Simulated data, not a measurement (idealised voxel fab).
process module | voxel capacitor over wiring
cross-section cut | 265 nm wide | cells 5 nm
A cross-section is a grid of square cells, given in bands from the top down. A band is one or more rows of cells.
Each band's line starts with the height of the band's top and of its bottom, in nm. Then come its materials from left to right, each with its width in nm. One material with "throughout" fills the band from edge to edge. "air" is empty space.
Height 0 is the level under which the wafer as received is all one material. The lowest band goes on downwards, as in "0 down".
A width such as "30 to 40" changes by the same amount from each row of cells to the next, from the band's top row to its bottom row.
"no change" after a step means that no cell of the cross-section changed.
closed voids: empty space of 8 cells or more with no open way to the top, each as width x height at its distance from the left edge, in nm
after a step's settings: what the simulator itself notes on the step
overlay nm, on a step with a mask: how far to the right of its planned place the mask lay; to the left if negative
plan
1 op RECEIVE | material Si
2 op CONFORMAL_DEP | material SiO2 | thk nm 15
3 op DIRECTIONAL_DEP | material TiN | thk nm 5
4 op DIRECTIONAL_DEP | material W | thk nm 15
5 op DIRECTIONAL_DEP | material aC | thk nm 10
6 op PATTERN | tone cover | mask id METAL_1 | material resist | width nm 25 | pitch nm 90 | thk nm 25 | overlay nm 0
7 op DIRECTIONAL_ETCH | etch materials aC | depth nm 10
8 op STRIP | etch materials resist
9 op DIRECTIONAL_ETCH | etch materials W | depth nm 15
10 op DIRECTIONAL_ETCH | etch materials TiN | depth nm 5
11 op STRIP | etch materials aC
12 op CONFORMAL_DEP | material SiN | thk nm 5
13 op FILL_DEP | material SiO2 | thk nm 5
14 op CMP | height nm 35
15 op CONFORMAL_DEP | material SiCN | thk nm 5
16 op DIRECTIONAL_DEP | material lowk | thk nm 10
17 op MASKED_ETCH | tone open | mask id PLUG_1 | width nm 15 | etch materials lowk | depth nm 10 | overlay nm 0
18 op MASKED_ETCH | tone open | mask id PLUG_1 | width nm 15 | etch materials SiCN | depth nm 5 | overlay nm 0
19 op CONFORMAL_DEP | material TiN | thk nm 5
20 op FILL_DEP | material Cu | thk nm 5
21 op CMP | height nm 50
22 op DIRECTIONAL_DEP | material TiN | thk nm 10
23 op DIRECTIONAL_DEP | material SiN | thk nm 5
24 op DIRECTIONAL_DEP | material TiN | thk nm 10
25 op MASKED_ETCH | tone cover | mask id UPPER_PLATE | width nm 70 | etch materials TiN | depth nm 10 | overlay nm 0
26 op MASKED_ETCH | tone cover | mask id UPPER_PLATE | width nm 70 | etch materials SiN | depth nm 5 | overlay nm 0
27 op DIRECTIONAL_DEP | material aC | thk nm 10
28 op PATTERN | tone cover | mask id LOWER_PLATE | material resist | width nm 80 | thk nm 30 | overlay nm 0
29 op DIRECTIONAL_ETCH | etch materials aC | depth nm 10
30 op STRIP | etch materials resist
31 op DIRECTIONAL_ETCH | etch materials TiN | depth nm 10
32 op STRIP | etch materials aC
33 op FILL_DEP | material SiO2 | thk nm 15
34 op CMP | height nm 85
35 op PATTERN | tone open | mask id PLUG_2 | material resist | width nm 15 | thk nm 15 | overlay nm 0
36 op DIRECTIONAL_ETCH | etch materials SiO2 | depth nm 10
37 op STRIP | etch materials resist
38 op CONFORMAL_DEP | material TiN | thk nm 5
39 op FILL_DEP | material W | thk nm 5
40 op CMP | height nm 85
41 op CONFORMAL_DEP | material SiCN | thk nm 5
first wafer, as planned
as received, after step 1
  0 down: Si throughout
  closed voids: none
after step 2
  15 to 0: SiO2 throughout
  below 0: unchanged
after step 3
  20 to 15: TiN throughout
  below 15: unchanged
after step 4
  35 to 20: W throughout
  below 20: unchanged
after step 5
  45 to 35: aC throughout
  below 35: unchanged
after step 6
  70 to 45: air 75 | resist 25 | air 65 | resist 25 | air 75
  below 45: unchanged
after step 7
  60 to 45: air 75 | resist 25 | air 65 | resist 25 | air 75
  45 to 35: air 75 | aC 25 | air 65 | aC 25 | air 75
  below 35: unchanged
after step 8
  45 to 35: air 75 | aC 25 | air 65 | aC 25 | air 75
  below 35: unchanged
after step 9
  45 to 35: air 75 | aC 25 | air 65 | aC 25 | air 75
  35 to 20: air 75 | W 25 | air 65 | W 25 | air 75
  below 20: unchanged
after step 10
  45 to 35: air 75 | aC 25 | air 65 | aC 25 | air 75
  35 to 20: air 75 | W 25 | air 65 | W 25 | air 75
  20 to 15: air 75 | TiN 25 | air 65 | TiN 25 | air 75
  below 15: unchanged
after step 11
  35 to 20: air 75 | W 25 | air 65 | W 25 | air 75
  below 20: unchanged
after step 12
  40 to 35: air 70 | SiN 35 | air 55 | SiN 35 | air 70
  35 to 20: air 70 | SiN 5 | W 25 | SiN 5 | air 55 | SiN 5 | W 25 | SiN 5 | air 70
  20 to 15: SiN 75 | TiN 25 | SiN 65 | TiN 25 | SiN 75
  below 15: unchanged
after step 13
  45 to 40: SiO2 throughout
  40 to 35: SiO2 70 | SiN 35 | SiO2 55 | SiN 35 | SiO2 70
  35 to 20: SiO2 70 | SiN 5 | W 25 | SiN 5 | SiO2 55 | SiN 5 | W 25 | SiN 5 | SiO2 70
  below 20: unchanged
after step 14
  35 to 20: SiO2 70 | SiN 5 | W 25 | SiN 5 | SiO2 55 | SiN 5 | W 25 | SiN 5 | SiO2 70
  below 20: unchanged
after step 15
  40 to 35: SiCN throughout
  below 35: unchanged
after step 16
  50 to 40: lowk throughout
  below 40: unchanged
after step 17
  50 to 40: lowk 85 | air 15 | lowk 165
  below 40: unchanged
after step 18
  50 to 40: lowk 85 | air 15 | lowk 165
  40 to 35: SiCN 85 | air 15 | SiCN 165
  below 35: unchanged
after step 19
  55 to 50: TiN 90 | air 5 | TiN 170
  50 to 40: lowk 85 | TiN 5 | air 5 | TiN 5 | lowk 165
  40 to 35: SiCN 85 | TiN 15 | SiCN 165
  below 35: unchanged
after step 20
  60 to 55: Cu throughout
  55 to 50: TiN 90 | Cu 5 | TiN 170
  50 to 40: lowk 85 | TiN 5 | Cu 5 | TiN 5 | lowk 165
  below 40: unchanged
after step 21
  50 to 40: lowk 85 | TiN 5 | Cu 5 | TiN 5 | lowk 165
  below 40: unchanged
after step 22
  60 to 50: TiN throughout
  below 50: unchanged
after step 23
  65 to 60: SiN throughout
  below 60: unchanged
after step 24
  75 to 65: TiN throughout
  below 65: unchanged
after step 25
  75 to 65: air 85 | TiN 70 | air 110
  below 65: unchanged
after step 26
  75 to 65: air 85 | TiN 70 | air 110
  65 to 60: air 85 | SiN 70 | air 110
  below 60: unchanged
after step 27
  85 to 75: air 85 | aC 70 | air 110
  75 to 70: air 85 | TiN 70 | air 110
  70 to 65: aC 85 | TiN 70 | aC 110
  65 to 60: aC 85 | SiN 70 | aC 110
  below 60: unchanged
after step 28
  115 to 85: air 80 | resist 80 | air 105
  85 to 75: air 80 | resist 5 | aC 70 | resist 5 | air 105
  75 to 70: air 80 | resist 5 | TiN 70 | resist 5 | air 105
  below 70: unchanged
after step 29
  105 to 85: air 80 | resist 80 | air 105
  85 to 75: air 80 | resist 5 | aC 70 | resist 5 | air 105
  75 to 70: air 80 | resist 5 | TiN 70 | resist 5 | air 105
  70 to 65: air 80 | aC 5 | TiN 70 | aC 5 | air 105
  65 to 60: air 80 | aC 5 | SiN 70 | aC 5 | air 105
  below 60: unchanged
after step 30
  85 to 75: air 85 | aC 70 | air 110
  75 to 70: air 85 | TiN 70 | air 110
  below 70: unchanged
after step 31
  85 to 75: air 85 | aC 70 | air 110
  75 to 70: air 85 | TiN 70 | air 110
  70 to 65: air 80 | aC 5 | TiN 70 | aC 5 | air 105
  65 to 60: air 80 | aC 5 | SiN 70 | aC 5 | air 105
  60 to 50: air 80 | TiN 80 | air 105
  below 50: unchanged
after step 32
  75 to 65: air 85 | TiN 70 | air 110
  65 to 60: air 85 | SiN 70 | air 110
  below 60: unchanged
after step 33
  90 to 75: SiO2 throughout
  75 to 65: SiO2 85 | TiN 70 | SiO2 110
  65 to 60: SiO2 85 | SiN 70 | SiO2 110
  60 to 50: SiO2 80 | TiN 80 | SiO2 105
  below 50: unchanged
after step 34
  85 to 75: SiO2 throughout
  below 75: unchanged
after step 35
  100 to 85: resist 95 | air 15 | resist 155
  below 85: unchanged
after step 36
  100 to 85: resist 95 | air 15 | resist 155
  85 to 75: SiO2 95 | air 15 | SiO2 155
  below 75: unchanged
after step 37
  85 to 75: SiO2 95 | air 15 | SiO2 155
  below 75: unchanged
after step 38
  90 to 85: TiN 100 | air 5 | TiN 160
  85 to 80: SiO2 95 | TiN 5 | air 5 | TiN 5 | SiO2 155
  80 to 75: SiO2 95 | TiN 15 | SiO2 155
  below 75: unchanged
after step 39
  95 to 90: W throughout
  90 to 85: TiN 100 | W 5 | TiN 160
  85 to 80: SiO2 95 | TiN 5 | W 5 | TiN 5 | SiO2 155
  below 80: unchanged
after step 40
  85 to 80: SiO2 95 | TiN 5 | W 5 | TiN 5 | SiO2 155
  below 80: unchanged
after step 41
  90 to 85: SiCN throughout
  below 85: unchanged
second wafer: like start, like plan, one mistake. Through step 5 it matches the first wafer
when step 6 should have ended
  70 to 45: resist 75 | air 25 | resist 65 | air 25 | resist 75
  below 45: unchanged
when step 7 should have ended
  60 to 45: resist 75 | air 25 | resist 65 | air 25 | resist 75
  45 to 35: aC 75 | air 25 | aC 65 | air 25 | aC 75
  below 35: unchanged
when step 8 should have ended
  45 to 35: aC 75 | air 25 | aC 65 | air 25 | aC 75
  below 35: unchanged
when step 9 should have ended
  45 to 35: aC 75 | air 25 | aC 65 | air 25 | aC 75
  35 to 20: W 75 | air 25 | W 65 | air 25 | W 75
  below 20: unchanged
when step 10 should have ended
  45 to 35: aC 75 | air 25 | aC 65 | air 25 | aC 75
  35 to 20: W 75 | air 25 | W 65 | air 25 | W 75
  20 to 15: TiN 75 | air 25 | TiN 65 | air 25 | TiN 75
  below 15: unchanged
when step 11 should have ended
  35 to 20: W 75 | air 25 | W 65 | air 25 | W 75
  below 20: unchanged
when step 12 should have ended
  40 to 35: SiN 80 | air 15 | SiN 75 | air 15 | SiN 80
  35 to 20: W 75 | SiN 5 | air 15 | SiN 5 | W 65 | SiN 5 | air 15 | SiN 5 | W 75
  20 to 15: TiN 75 | SiN 25 | TiN 65 | SiN 25 | TiN 75
  below 15: unchanged
when step 13 should have ended
  45 to 40: SiO2 throughout
  40 to 35: SiN 80 | SiO2 15 | SiN 75 | SiO2 15 | SiN 80
  35 to 20: W 75 | SiN 5 | SiO2 15 | SiN 5 | W 65 | SiN 5 | SiO2 15 | SiN 5 | W 75
  below 20: unchanged
when step 14 should have ended
  35 to 20: W 75 | SiN 5 | SiO2 15 | SiN 5 | W 65 | SiN 5 | SiO2 15 | SiN 5 | W 75
  below 20: unchanged
when step 15 should have ended
  40 to 35: SiCN throughout
  below 35: unchanged
when step 16 should have ended
  50 to 40: lowk throughout
  below 40: unchanged
when step 17 should have ended
  50 to 40: lowk 85 | air 15 | lowk 165
  below 40: unchanged
when step 18 should have ended
  50 to 40: lowk 85 | air 15 | lowk 165
  40 to 35: SiCN 85 | air 15 | SiCN 165
  below 35: unchanged
when step 19 should have ended
  55 to 50: TiN 90 | air 5 | TiN 170
  50 to 40: lowk 85 | TiN 5 | air 5 | TiN 5 | lowk 165
  40 to 35: SiCN 85 | TiN 15 | SiCN 165
  below 35: unchanged
when step 20 should have ended
  60 to 55: Cu throughout
  55 to 50: TiN 90 | Cu 5 | TiN 170
  50 to 40: lowk 85 | TiN 5 | Cu 5 | TiN 5 | lowk 165
  below 40: unchanged
when step 21 should have ended
  50 to 40: lowk 85 | TiN 5 | Cu 5 | TiN 5 | lowk 165
  below 40: unchanged
when step 22 should have ended
  60 to 50: TiN throughout
  below 50: unchanged
when step 23 should have ended
  65 to 60: SiN throughout
  below 60: unchanged
when step 24 should have ended
  75 to 65: TiN throughout
  below 65: unchanged
when step 25 should have ended
  75 to 65: air 85 | TiN 70 | air 110
  below 65: unchanged
when step 26 should have ended
  75 to 65: air 85 | TiN 70 | air 110
  65 to 60: air 85 | SiN 70 | air 110
  below 60: unchanged
when step 27 should have ended
  85 to 75: air 85 | aC 70 | air 110
  75 to 70: air 85 | TiN 70 | air 110
  70 to 65: aC 85 | TiN 70 | aC 110
  65 to 60: aC 85 | SiN 70 | aC 110
  below 60: unchanged
when step 28 should have ended
  115 to 85: air 80 | resist 80 | air 105
  85 to 75: air 80 | resist 5 | aC 70 | resist 5 | air 105
  75 to 70: air 80 | resist 5 | TiN 70 | resist 5 | air 105
  below 70: unchanged
when step 29 should have ended
  105 to 85: air 80 | resist 80 | air 105
  85 to 75: air 80 | resist 5 | aC 70 | resist 5 | air 105
  75 to 70: air 80 | resist 5 | TiN 70 | resist 5 | air 105
  70 to 65: air 80 | aC 5 | TiN 70 | aC 5 | air 105
  65 to 60: air 80 | aC 5 | SiN 70 | aC 5 | air 105
  below 60: unchanged
when step 30 should have ended
  85 to 75: air 85 | aC 70 | air 110
  75 to 70: air 85 | TiN 70 | air 110
  below 70: unchanged
when step 31 should have ended
  85 to 75: air 85 | aC 70 | air 110
  75 to 70: air 85 | TiN 70 | air 110
  70 to 65: air 80 | aC 5 | TiN 70 | aC 5 | air 105
  65 to 60: air 80 | aC 5 | SiN 70 | aC 5 | air 105
  60 to 50: air 80 | TiN 80 | air 105
  below 50: unchanged
when step 32 should have ended
  75 to 65: air 85 | TiN 70 | air 110
  65 to 60: air 85 | SiN 70 | air 110
  below 60: unchanged
when step 33 should have ended
  90 to 75: SiO2 throughout
  75 to 65: SiO2 85 | TiN 70 | SiO2 110
  65 to 60: SiO2 85 | SiN 70 | SiO2 110
  60 to 50: SiO2 80 | TiN 80 | SiO2 105
  below 50: unchanged
when step 34 should have ended
  85 to 75: SiO2 throughout
  below 75: unchanged
when step 35 should have ended
  100 to 85: resist 95 | air 15 | resist 155
  below 85: unchanged
when step 36 should have ended
  100 to 85: resist 95 | air 15 | resist 155
  85 to 75: SiO2 95 | air 15 | SiO2 155
  below 75: unchanged
when step 37 should have ended
  85 to 75: SiO2 95 | air 15 | SiO2 155
  below 75: unchanged
when step 38 should have ended
  90 to 85: TiN 100 | air 5 | TiN 160
  85 to 80: SiO2 95 | TiN 5 | air 5 | TiN 5 | SiO2 155
  80 to 75: SiO2 95 | TiN 15 | SiO2 155
  below 75: unchanged
when step 39 should have ended
  95 to 90: W throughout
  90 to 85: TiN 100 | W 5 | TiN 160
  85 to 80: SiO2 95 | TiN 5 | W 5 | TiN 5 | SiO2 155
  below 80: unchanged
when step 40 should have ended
  85 to 80: SiO2 95 | TiN 5 | W 5 | TiN 5 | SiO2 155
  below 80: unchanged
when step 41 should have ended
  90 to 85: SiCN throughout
  below 85: unchanged
what went wrong: step 6 ran as: op PATTERN | tone open | mask id METAL_1 | material resist | width nm 25 | pitch nm 90 | thk nm 25 | overlay nm 0
at the end the second wafer has, in cells: 33 fewer of SiN | 99 fewer of SiO2 | 33 more of TiN | 99 more of W
